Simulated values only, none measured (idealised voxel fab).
Presented below is a process module, voxel quadruple lines.
In the cross-section labelled cut, the width is 170 nm and each square cell is 5 nm.
Cross-section, as written here: a square-cell grid given band by band from the top down, where a band holds one or more rows of cells.
Top, bottom (nm), then materials left to right with widths (nm); lone material tagged "all across" fills the whole band edge to edge; "empty" = empty space.
Convention: height 0 is the level below which the wafer, as received, is all one material. The lowest band does not terminate at the bottom but continues downward, represented as "0 down".
Graded width ("30..40"): value in top row of band = first number; value in bottom row = second number; row-to-row change constant.
The cross-section has no changed cell in any step marked "remained the same".
The label "Sealed-off cavities" introduces a list of the empty spaces, 8 cells or larger, that have no open way up to the top; each entry in it reads width x height at distance, where the distance is taken from the left edge and all three are stated in nm.
It should be noted that, on the line of a given step, the content following the step's settings is a remark produced by the simulator itself with respect to that step.
The line of a step may include "overlay nm". On a step with a mask, this value is how far to the right of its planned place the mask lay. A negative value means the mask lay to the left.

-- Planned step list for the process
1: RECEIVE with material Si
2: CONFORMAL_DEP with material Al2O3, thk nm 5
3: DIRECTIONAL_DEP with material W, thk nm 10
4: DIRECTIONAL_DEP with material polySi, thk nm 15
5: DIRECTIONAL_DEP with material aC, thk nm 25
6: PATTERN with tone cover, mask id MANDREL, material resist, width nm 30, thk nm 35, overlay nm 0
7: DIRECTIONAL_ETCH with etch materials aC, depth nm 25
8: STRIP with etch materials resist
9: CONFORMAL_DEP with material SiO2, thk nm 10
10: DIRECTIONAL_ETCH with etch materials SiO2, depth nm 10
11: STRIP with etch materials aC
12: DIRECTIONAL_ETCH with etch materials polySi, depth nm 15
13: STRIP with etch materials SiO2
14: CONFORMAL_DEP with material SiCN, thk nm 10
15: DIRECTIONAL_ETCH with etch materials SiCN, depth nm 10
16: STRIP with etch materials polySi
17: DIRECTIONAL_ETCH with etch materials W, depth nm 10
18: STRIP with etch materials SiCN
19: FILL_DEP with material lowk, thk nm 10
20: CMP with height nm 15

-- The first of the two wafers, which ran as planned

-- Here's what the wafer looked like in cross-section when it arrived - that's after step 1
	0 down = Si all across
	Sealed-off cavities: none

-- Cross-sectional representation of the wafer at the conclusion of step 2
	5 to 0 = Al2O3 all across
	Whatever lies below 0 is exactly as it was before.

-- Cross-sectional representation of the wafer at the conclusion of step 3
	15 to 5 = W all across
	Whatever lies below 5 is exactly as it was before.

-- Cross-sectional representation of the wafer at the conclusion of step 4
	30 to 15 = polySi all across
	Whatever lies below 15 is exactly as it was before.

-- Cross-sectional representation of the wafer at the conclusion of step 5
	55 to 30 = aC all across
	Whatever lies below 30 is exactly as it was before.

-- Cross-sectional representation of the wafer at the conclusion of step 6
	90 to 55 = empty 70 nm; resist 30 nm; empty 70 nm
	Whatever lies below 55 is exactly as it was before.

-- Cross-sectional representation of the wafer at the conclusion of step 7
	65 to 55 = empty 70 nm; resist 30 nm; empty 70 nm
	55 to 30 = empty 70 nm; aC 30 nm; empty 70 nm
	Whatever lies below 30 is exactly as it was before.

-- Cross-sectional representation of the wafer at the conclusion of step 8
	55 to 30 = empty 70 nm; aC 30 nm; empty 70 nm
	Whatever lies below 30 is exactly as it was before.

-- Cross-sectional representation of the wafer at the conclusion of step 9
	65 to 55 = empty 60 nm; SiO2 50 nm; empty 60 nm
	55 to 40 = empty 60 nm; SiO2 10 nm; aC 30 nm; SiO2 10 nm; empty 60 nm
	40 to 30 = SiO2 70 nm; aC 30 nm; SiO2 70 nm
	Whatever lies below 30 is exactly as it was before.

-- Cross-sectional representation of the wafer at the conclusion of step 10
	55 to 30 = empty 60 nm; SiO2 10 nm; aC 30 nm; SiO2 10 nm; empty 60 nm
	Whatever lies below 30 is exactly as it was before.

-- Cross-sectional representation of the wafer at the conclusion of step 11
	55 to 30 = empty 60 nm; SiO2 10 nm; empty 30 nm; SiO2 10 nm; empty 60 nm
	Whatever lies below 30 is exactly as it was before.

-- Cross-sectional representation of the wafer at the conclusion of step 12
	55 to 30 = empty 60 nm; SiO2 10 nm; empty 30 nm; SiO2 10 nm; empty 60 nm
	30 to 15 = empty 60 nm; polySi 10 nm; empty 30 nm; polySi 10 nm; empty 60 nm
	Whatever lies below 15 is exactly as it was before.

-- Cross-sectional representation of the wafer at the conclusion of step 13
	30 to 15 = empty 60 nm; polySi 10 nm; empty 30 nm; polySi 10 nm; empty 60 nm
	Whatever lies below 15 is exactly as it was before.

-- Cross-sectional representation of the wafer at the conclusion of step 14
	40 to 30 = empty 50 nm; SiCN 30 nm; empty 10 nm; SiCN 30 nm; empty 50 nm
	30 to 25 = empty 50 nm; SiCN 10 nm; polySi 10 nm; SiCN 10 nm; empty 10 nm; SiCN 10 nm; polySi 10 nm; SiCN 10 nm; empty 50 nm
	25 to 15 = SiCN 60 nm; polySi 10 nm; SiCN 30 nm; polySi 10 nm; SiCN 60 nm
	Whatever lies below 15 is exactly as it was before.

-- Cross-sectional representation of the wafer at the conclusion of step 15
	30 to 15 = empty 50 nm; SiCN 10 nm; polySi 10 nm; SiCN 10 nm; empty 10 nm; SiCN 10 nm; polySi 10 nm; SiCN 10 nm; empty 50 nm
	Whatever lies below 15 is exactly as it was before.

-- Cross-sectional representation of the wafer at the conclusion of step 16
	30 to 15 = empty 50 nm; SiCN 10 nm; empty 10 nm; SiCN 10 nm; empty 10 nm; SiCN 10 nm; empty 10 nm; SiCN 10 nm; empty 50 nm
	Whatever lies below 15 is exactly as it was before.

-- Cross-sectional representation of the wafer at the conclusion of step 17
	30 to 15 = empty 50 nm; SiCN 10 nm; empty 10 nm; SiCN 10 nm; empty 10 nm; SiCN 10 nm; empty 10 nm; SiCN 10 nm; empty 50 nm
	15 to 5 = empty 50 nm; W 10 nm; empty 10 nm; W 10 nm; empty 10 nm; W 10 nm; empty 10 nm; W 10 nm; empty 50 nm
	Whatever lies below 5 is exactly as it was before.

-- Cross-sectional representation of the wafer at the conclusion of step 18
	15 to 5 = empty 50 nm; W 10 nm; empty 10 nm; W 10 nm; empty 10 nm; W 10 nm; empty 10 nm; W 10 nm; empty 50 nm
	Whatever lies below 5 is exactly as it was before.

-- Cross-sectional representation of the wafer at the conclusion of step 19
	25 to 15 = lowk all across
	15 to 5 = lowk 50 nm; W 10 nm; lowk 10 nm; W 10 nm; lowk 10 nm; W 10 nm; lowk 10 nm; W 10 nm; lowk 50 nm
	Whatever lies below 5 is exactly as it was before.

-- Cross-sectional representation of the wafer at the conclusion of step 20
	15 to 5 = lowk 50 nm; W 10 nm; lowk 10 nm; W 10 nm; lowk 10 nm; W 10 nm; lowk 10 nm; W 10 nm; lowk 50 nm
	Whatever lies below 5 is exactly as it was before.

-- Regarding the second of the two wafers: it shared the first wafer's starting condition and process plan, yet one error occurred during its execution. Its history coincides with that of the first wafer up to and including step 10

-- The second wafer in cross-section, at the planned close of step 11
	55 to 30 = empty 60 nm; SiO2 10 nm; aC 30 nm; SiO2 10 nm; empty 60 nm
	30 to 15 = empty 60 nm; polySi 50 nm; empty 60 nm
	Whatever lies below 15 is exactly as it was before.

-- The second wafer in cross-section, at the planned close of step 12
	55 to 30 = empty 60 nm; SiO2 10 nm; empty 30 nm; SiO2 10 nm; empty 60 nm
	Whatever lies below 30 is exactly as it was before.

-- The second wafer in cross-section, at the planned close of step 13
	30 to 15 = empty 60 nm; polySi 50 nm; empty 60 nm
	Whatever lies below 15 is exactly as it was before.

-- The second wafer in cross-section, at the planned close of step 14
	40 to 30 = empty 50 nm; SiCN 70 nm; empty 50 nm
	30 to 25 = empty 50 nm; SiCN 10 nm; polySi 50 nm; SiCN 10 nm; empty 50 nm
	25 to 15 = SiCN 60 nm; polySi 50 nm; SiCN 60 nm
	Whatever lies below 15 is exactly as it was before.

-- The second wafer in cross-section, at the planned close of step 15
	30 to 15 = empty 50 nm; SiCN 10 nm; polySi 50 nm; SiCN 10 nm; empty 50 nm
	Whatever lies below 15 is exactly as it was before.

-- The second wafer in cross-section, at the planned close of step 16
	30 to 15 = empty 50 nm; SiCN 10 nm; empty 50 nm; SiCN 10 nm; empty 50 nm
	Whatever lies below 15 is exactly as it was before.

-- The second wafer in cross-section, at the planned close of step 17
	30 to 15 = empty 50 nm; SiCN 10 nm; empty 50 nm; SiCN 10 nm; empty 50 nm
	15 to 5 = empty 50 nm; W 10 nm; empty 50 nm; W 10 nm; empty 50 nm
	Whatever lies below 5 is exactly as it was before.

-- The second wafer in cross-section, at the planned close of step 18
	15 to 5 = empty 50 nm; W 10 nm; empty 50 nm; W 10 nm; empty 50 nm
	Whatever lies below 5 is exactly as it was before.

-- The second wafer in cross-section, at the planned close of step 19
	25 to 15 = lowk all across
	15 to 5 = lowk 50 nm; W 10 nm; lowk 50 nm; W 10 nm; lowk 50 nm
	Whatever lies below 5 is exactly as it was before.

-- The second wafer in cross-section, at the planned close of step 20
	15 to 5 = lowk 50 nm; W 10 nm; lowk 50 nm; W 10 nm; lowk 50 nm
	Whatever lies below 5 is exactly as it was before.
What was the processing mistake? steps 11 and 12 traded places in the executed sequence
Once processing is complete, comparing cell counts shows that the second wafer has more or fewer of certain materials than the first: W: 8 fewer, lowk: 8 more
